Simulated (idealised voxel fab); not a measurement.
Herein follows the process module entitled voxel double patterning.
Section cut is 285 nm wide and gridded with 5 nm square cells.
Reading order for cross-sections: top band down to bottom band. Underlying form: a grid of square cells. Band size: one or more rows of cells. The band entry comprises the height of the band's top followed by the height of its bottom, expressed in nm, and subsequently the band's materials from left to right, each stated together with its width in nm. Where a single material is marked with the word "full width", that material fills the band from edge to edge. The word "air" represents empty space. Ref level 0: as-received wafer is one material below here. Bottom band extends down with no lower bound ("0 down"). Top row gets the first number, bottom row gets the second, and each row in between changes by the same step: that is how a band width like "30 to 40" works. Where a step carries "remained unchanged", the cross-section came out of it unchanged, cell for cell. Closed empty spaces (no open way to the top) of 8 cells or more are what "Closed void catalog" lists, each as width x height at distance from the left edge, nm for all three. What comes after the settings on a step's line is commentary from the simulator itself on that step. "overlay nm" denotes, for a step that has a mask, the displacement of the mask to the right of its planned place, with negative values corresponding to the left.
# Set out below are the planned steps of the process
step 1: RECEIVE,material Si
step 2: CONFORMAL_DEP,material SiO2,thk nm 5
step 3: DIRECTIONAL_DEP,material W,thk nm 10
step 4: DIRECTIONAL_DEP,material SiCN,thk nm 10
step 5: MASKED_ETCH,tone open,mask id FIRST,width nm 15,pitch nm 50,etch materials SiCN,depth nm 10,overlay nm 0
step 6: DIRECTIONAL_DEP,material aC,thk nm 15
step 7: PATTERN,tone open,mask id SECOND,material resist,width nm 15,thk nm 30,overlay nm 0
step 8: DIRECTIONAL_ETCH,etch materials aC,depth nm 15
step 9: STRIP,etch materials resist
step 10: DIRECTIONAL_ETCH,etch materials SiCN,depth nm 10
step 11: STRIP,etch materials aC
step 12: DIRECTIONAL_ETCH,etch materials W,depth nm 10
step 13: STRIP,etch materials SiCN
Don't read the plan's thk nm for step 2 as applying to every wafer: that's the first wafer's value, and the wafers differ in it, though they all start identical.
# Cross-section of the first of several wafers on receipt, reflecting completion of step 1
> 0 down  Si full width
> Closed void catalog: none
# first wafer at the end, after step 13
> 15 to 5  110 nm W / 15 nm air / 10 nm W / 15 nm air / 10 nm W / 15 nm air / 110 nm W
> 5 to 0  SiO2 full width
> 0 down  Si full width
> Closed void catalog: none
# Cross-section, last wafer, module completion
> 30 to 20  110 nm W / 15 nm air / 10 nm W / 15 nm air / 10 nm W / 15 nm air / 110 nm W
> 20 to 0  SiO2 full width
> 0 down  Si full width
> Closed void catalog: none
# Below: a row per wafer. Contents at end of module: for every material, cells gained since receipt (+) or lost since receipt (-); then closed voids
thk nm 5 | +57 SiO2 | +96 W | Closed void catalog: none
thk nm 10 | +114 SiO2 | +96 W | Closed void catalog: none
thk nm 15 | +171 SiO2 | +96 W | Closed void catalog: none
thk nm 20 | +228 SiO2 | +96 W | Closed void catalog: none
